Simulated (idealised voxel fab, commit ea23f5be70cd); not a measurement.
Process module under the name voxel gate over fins
In the cross-section labelled cut, the width is 195 nm and each square cell is 5 nm.
Bands, listed from the top down, are how a cross-section gets written in this document; the cross-section itself is a grid of square cells, and a band is one or more rows of them.
Band: top height; bottom height; in nm. Then, left to right: material with width in nm, for each material. "everywhere": a single material spanning edge to edge. "blank": empty space.
Measure heights from 0. That's the level where, below it, the as-received wafer is all one material. The lowest band is bottomless and extends downward; write it as in "0 and below".
Width: "30..40" (first number = top row, second number = bottom row, same change from row to row of cells).
For the purposes of this document, the phrase "nothing different" attached to a step denotes that no cell within the cross-section was modified by that step.
Empty spaces without an open route to the top, at least 8 cells in extent, make up the entry "Closed void entries"; each is given as width x height at distance, where the distance is measured from the left edge, and all are in nm.
If you see something after the settings on a step's line, that's the simulator's own remark about that step.
"overlay nm" denotes, for a step that has a mask, the displacement of the mask to the right of its planned place, with negative values corresponding to the left.
**plan**
| 1 | RECEIVE: material Si |
| 2 | CONFORMAL_DEP: material SiN, thk nm 5 |
| 3 | PATTERN: tone cover, mask id FINS, material resist, width nm 15, pitch nm 40, thk nm 15, overlay nm 0 |
| 4 | DIRECTIONAL_ETCH: etch materials SiN, depth nm 5 |
| 5 | DIRECTIONAL_ETCH: etch materials Si, depth nm 40 |
| 6 | STRIP: etch materials resist |
| 7 | FILL_DEP: material SiO2, thk nm 10 |
| 8 | CMP: height nm 5 |
| 9 | SELECTIVE_ETCH: etch materials SiO2, depth nm 20 |
| 10 | STRIP: etch materials SiN |
| 11 | CONFORMAL_DEP: material HfO2, thk nm 5 |
| 12 | CONFORMAL_DEP: material TiN, thk nm 5 |
| 13 | CONFORMAL_DEP: material TiAl, thk nm 5 |
| 14 | CONFORMAL_DEP: material TiN, thk nm 5 |
| 15 | FILL_DEP: material W, thk nm 15 |
| 16 | CMP: height nm 30 |
| 17 | CONFORMAL_DEP: material SiN, thk nm 5 |
**First out of two wafers; run went to plan**
**Cross-section, incoming material, after step 1**
	0 and below  Si everywhere
	Closed void entries: none
**The following cross-section depicts the wafer upon completion of step 2**
	5 down to 0  SiN everywhere
	Lower than 0, everything is as it was.
**The following cross-section depicts the wafer upon completion of step 3**
	20 down to 5  blank=50, then resist=15, then blank=25, then resist=15, then blank=25, then resist=15, then blank=50
	Lower than 5, everything is as it was.
**The following cross-section depicts the wafer upon completion of step 4**
	20 down to 5  blank=50, then resist=15, then blank=25, then resist=15, then blank=25, then resist=15, then blank=50
	5 down to 0  blank=50, then SiN=15, then blank=25, then SiN=15, then blank=25, then SiN=15, then blank=50
	Lower than 0, everything is as it was.
**The following cross-section depicts the wafer upon completion of step 5**
	20 down to 5  blank=50, then resist=15, then blank=25, then resist=15, then blank=25, then resist=15, then blank=50
	5 down to 0  blank=50, then SiN=15, then blank=25, then SiN=15, then blank=25, then SiN=15, then blank=50
	0 down to -40  blank=50, then Si=15, then blank=25, then Si=15, then blank=25, then Si=15, then blank=50
	Lower than -40, everything is as it was.
**The following cross-section depicts the wafer upon completion of step 6**
	5 down to 0  blank=50, then SiN=15, then blank=25, then SiN=15, then blank=25, then SiN=15, then blank=50
	Lower than 0, everything is as it was.
**The following cross-section depicts the wafer upon completion of step 7**
	15 down to 5  SiO2 everywhere
	5 down to 0  SiO2=50, then SiN=15, then SiO2=25, then SiN=15, then SiO2=25, then SiN=15, then SiO2=50
	0 down to -40  SiO2=50, then Si=15, then SiO2=25, then Si=15, then SiO2=25, then Si=15, then SiO2=50
	Lower than -40, everything is as it was.
**The following cross-section depicts the wafer upon completion of step 8**
	5 down to 0  SiO2=50, then SiN=15, then SiO2=25, then SiN=15, then SiO2=25, then SiN=15, then SiO2=50
	Lower than 0, everything is as it was.
**The following cross-section depicts the wafer upon completion of step 9**
	5 down to 0  blank=50, then SiN=15, then blank=25, then SiN=15, then blank=25, then SiN=15, then blank=50
	0 down to -15  blank=50, then Si=15, then blank=25, then Si=15, then blank=25, then Si=15, then blank=50
	Lower than -15, everything is as it was.
**The following cross-section depicts the wafer upon completion of step 10**
	0 down to -15  blank=50, then Si=15, then blank=25, then Si=15, then blank=25, then Si=15, then blank=50
	Lower than -15, everything is as it was.
**The following cross-section depicts the wafer upon completion of step 11**
	5 down to 0  blank=45, then HfO2=25, then blank=15, then HfO2=25, then blank=15, then HfO2=25, then blank=45
	0 down to -10  blank=45, then HfO2=5, then Si=15, then HfO2=5, then blank=15, then HfO2=5, then Si=15, then HfO2=5, then blank=15, then HfO2=5, then Si=15, then HfO2=5, then blank=45
	-10 down to -15  HfO2=50, then Si=15, then HfO2=25, then Si=15, then HfO2=25, then Si=15, then HfO2=50
	Lower than -15, everything is as it was.
**The following cross-section depicts the wafer upon completion of step 12**
	10 down to 5  blank=40, then TiN=35, then blank=5, then TiN=35, then blank=5, then TiN=35, then blank=40
	5 down to 0  blank=40, then TiN=5, then HfO2=25, then TiN=5, then blank=5, then TiN=5, then HfO2=25, then TiN=5, then blank=5, then TiN=5, then HfO2=25, then TiN=5, then blank=40
	0 down to -5  blank=40, then TiN=5, then HfO2=5, then Si=15, then HfO2=5, then TiN=5, then blank=5, then TiN=5, then HfO2=5, then Si=15, then HfO2=5, then TiN=5, then blank=5, then TiN=5, then HfO2=5, then Si=15, then HfO2=5, then TiN=5, then blank=40
	-5 down to -10  TiN=45, then HfO2=5, then Si=15, then HfO2=5, then TiN=15, then HfO2=5, then Si=15, then HfO2=5, then TiN=15, then HfO2=5, then Si=15, then HfO2=5, then TiN=45
	Lower than -10, everything is as it was.
**The following cross-section depicts the wafer upon completion of step 13**
	15 down to 10  blank=35, then TiAl=125, then blank=35
	10 down to 5  blank=35, then TiAl=5, then TiN=35, then TiAl=5, then TiN=35, then TiAl=5, then TiN=35, then TiAl=5, then blank=35
	5 down to 0  blank=35, then TiAl=5, then TiN=5, then HfO2=25, then TiN=5, then TiAl=5, then TiN=5, then HfO2=25, then TiN=5, then TiAl=5, then TiN=5, then HfO2=25, then TiN=5, then TiAl=5, then blank=35
	0 down to -5  TiAl=40, then TiN=5, then HfO2=5, then Si=15, then HfO2=5, then TiN=5, then TiAl=5, then TiN=5, then HfO2=5, then Si=15, then HfO2=5, then TiN=5, then TiAl=5, then TiN=5, then HfO2=5, then Si=15, then HfO2=5, then TiN=5, then TiAl=40
	Lower than -5, everything is as it was.
**The following cross-section depicts the wafer upon completion of step 14**
	20 down to 15  blank=30, then TiN=135, then blank=30
	15 down to 10  blank=30, then TiN=5, then TiAl=125, then TiN=5, then blank=30
	10 down to 5  blank=30, then TiN=5, then TiAl=5, then TiN=35, then TiAl=5, then TiN=35, then TiAl=5, then TiN=35, then TiAl=5, then TiN=5, then blank=30
	5 down to 0  TiN=35, then TiAl=5, then TiN=5, then HfO2=25, then TiN=5, then TiAl=5, then TiN=5, then HfO2=25, then TiN=5, then TiAl=5, then TiN=5, then HfO2=25, then TiN=5, then TiAl=5, then TiN=35
	Lower than 0, everything is as it was.
**The following cross-section depicts the wafer upon completion of step 15**
	35 down to 20  W everywhere
	20 down to 15  W=30, then TiN=135, then W=30
	15 down to 10  W=30, then TiN=5, then TiAl=125, then TiN=5, then W=30
	10 down to 5  W=30, then TiN=5, then TiAl=5, then TiN=35, then TiAl=5, then TiN=35, then TiAl=5, then TiN=35, then TiAl=5, then TiN=5, then W=30
	Lower than 5, everything is as it was.
**The following cross-section depicts the wafer upon completion of step 16**
	30 down to 20  W everywhere
	Lower than 20, everything is as it was.
**The following cross-section depicts the wafer upon completion of step 17**
	35 down to 30  SiN everywhere
	Lower than 30, everything is as it was.
**Notes, second wafer: start = first wafer's, plan = first wafer's, execution had one mistake; history identical to first through step 8**
**Cross-section, second wafer, at the end time the plan gives for step 9**
	5 down to 0  blank=50, then SiN=15, then blank=25, then SiN=15, then blank=25, then SiN=15, then blank=50
	0 down to -35  blank=50, then Si=15, then blank=25, then Si=15, then blank=25, then Si=15, then blank=50
	Lower than -35, everything is as it was.
**Cross-section, second wafer, at the end time the plan gives for step 10**
	0 down to -35  blank=50, then Si=15, then blank=25, then Si=15, then blank=25, then Si=15, then blank=50
	Lower than -35, everything is as it was.
**Cross-section, second wafer, at the end time the plan gives for step 11**
	5 down to 0  blank=45, then HfO2=25, then blank=15, then HfO2=25, then blank=15, then HfO2=25, then blank=45
	0 down to -30  blank=45, then HfO2=5, then Si=15, then HfO2=5, then blank=15, then HfO2=5, then Si=15, then HfO2=5, then blank=15, then HfO2=5, then Si=15, then HfO2=5, then blank=45
	-30 down to -35  HfO2=50, then Si=15, then HfO2=25, then Si=15, then HfO2=25, then Si=15, then HfO2=50
	Lower than -35, everything is as it was.
**Cross-section, second wafer, at the end time the plan gives for step 12**
	10 down to 5  blank=40, then TiN=35, then blank=5, then TiN=35, then blank=5, then TiN=35, then blank=40
	5 down to 0  blank=40, then TiN=5, then HfO2=25, then TiN=5, then blank=5, then TiN=5, then HfO2=25, then TiN=5, then blank=5, then TiN=5, then HfO2=25, then TiN=5, then blank=40
	0 down to -25  blank=40, then TiN=5, then HfO2=5, then Si=15, then HfO2=5, then TiN=5, then blank=5, then TiN=5, then HfO2=5, then Si=15, then HfO2=5, then TiN=5, then blank=5, then TiN=5, then HfO2=5, then Si=15, then HfO2=5, then TiN=5, then blank=40
	-25 down to -30  TiN=45, then HfO2=5, then Si=15, then HfO2=5, then TiN=15, then HfO2=5, then Si=15, then HfO2=5, then TiN=15, then HfO2=5, then Si=15, then HfO2=5, then TiN=45
	Lower than -30, everything is as it was.
**Cross-section, second wafer, at the end time the plan gives for step 13**
	15 down to 10  blank=35, then TiAl=125, then blank=35
	10 down to 5  blank=35, then TiAl=5, then TiN=35, then TiAl=5, then TiN=35, then TiAl=5, then TiN=35, then TiAl=5, then blank=35
	5 down to 0  blank=35, then TiAl=5, then TiN=5, then HfO2=25, then TiN=5, then TiAl=5, then TiN=5, then HfO2=25, then TiN=5, then TiAl=5, then TiN=5, then HfO2=25, then TiN=5, then TiAl=5, then blank=35
	0 down to -20  blank=35, then TiAl=5, then TiN=5, then HfO2=5, then Si=15, then HfO2=5, then TiN=5, then TiAl=5, then TiN=5, then HfO2=5, then Si=15, then HfO2=5, then TiN=5, then TiAl=5, then TiN=5, then HfO2=5, then Si=15, then HfO2=5, then TiN=5, then TiAl=5, then blank=35
	-20 down to -25  TiAl=40, then TiN=5, then HfO2=5, then Si=15, then HfO2=5, then TiN=5, then TiAl=5, then TiN=5, then HfO2=5, then Si=15, then HfO2=5, then TiN=5, then TiAl=5, then TiN=5, then HfO2=5, then Si=15, then HfO2=5, then TiN=5, then TiAl=40
	Lower than -25, everything is as it was.
**Cross-section, second wafer, at the end time the plan gives for step 14**
	20 down to 15  blank=30, then TiN=135, then blank=30
	15 down to 10  blank=30, then TiN=5, then TiAl=125, then TiN=5, then blank=30
	10 down to 5  blank=30, then TiN=5, then TiAl=5, then TiN=35, then TiAl=5, then TiN=35, then TiAl=5, then TiN=35, then TiAl=5, then TiN=5, then blank=30
	5 down to 0  blank=30, then TiN=5, then TiAl=5, then TiN=5, then HfO2=25, then TiN=5, then TiAl=5, then TiN=5, then HfO2=25, then TiN=5, then TiAl=5, then TiN=5, then HfO2=25, then TiN=5, then TiAl=5, then TiN=5, then blank=30
	0 down to -15  blank=30, then TiN=5, then TiAl=5, then TiN=5, then HfO2=5, then Si=15, then HfO2=5, then TiN=5, then TiAl=5, then TiN=5, then HfO2=5, then Si=15, then HfO2=5, then TiN=5, then TiAl=5, then TiN=5, then HfO2=5, then Si=15, then HfO2=5, then TiN=5, then TiAl=5, then TiN=5, then blank=30
	-15 down to -20  TiN=35, then TiAl=5, then TiN=5, then HfO2=5, then Si=15, then HfO2=5, then TiN=5, then TiAl=5, then TiN=5, then HfO2=5, then Si=15, then HfO2=5, then TiN=5, then TiAl=5, then TiN=5, then HfO2=5, then Si=15, then HfO2=5, then TiN=5, then TiAl=5, then TiN=35
	Lower than -20, everything is as it was.
**Cross-section, second wafer, at the end time the plan gives for step 15**
	35 down to 20  W everywhere
	20 down to 15  W=30, then TiN=135, then W=30
	15 down to 10  W=30, then TiN=5, then TiAl=125, then TiN=5, then W=30
	10 down to 5  W=30, then TiN=5, then TiAl=5, then TiN=35, then TiAl=5, then TiN=35, then TiAl=5, then TiN=35, then TiAl=5, then TiN=5, then W=30
	5 down to 0  W=30, then TiN=5, then TiAl=5, then TiN=5, then HfO2=25, then TiN=5, then TiAl=5, then TiN=5, then HfO2=25, then TiN=5, then TiAl=5, then TiN=5, then HfO2=25, then TiN=5, then TiAl=5, then TiN=5, then W=30
	0 down to -15  W=30, then TiN=5, then TiAl=5, then TiN=5, then HfO2=5, then Si=15, then HfO2=5, then TiN=5, then TiAl=5, then TiN=5, then HfO2=5, then Si=15, then HfO2=5, then TiN=5, then TiAl=5, then TiN=5, then HfO2=5, then Si=15, then HfO2=5, then TiN=5, then TiAl=5, then TiN=5, then W=30
	Lower than -15, everything is as it was.
**Cross-section, second wafer, at the end time the plan gives for step 16**
	30 down to 20  W everywhere
	Lower than 20, everything is as it was.
**Cross-section, second wafer, at the end time the plan gives for step 17**
	35 down to 30  SiN everywhere
	Lower than 30, everything is as it was.
In executing the process, a mistake was made relative to the plan: it should be noted that step 9 of the plan was executed twice
Bottom line after processing is that, in cells, the second wafer is up or down on some materials versus the first: HfO2: 24 more | SiO2: 120 fewer | TiAl: 16 more | TiN: 32 more | W: 48 more
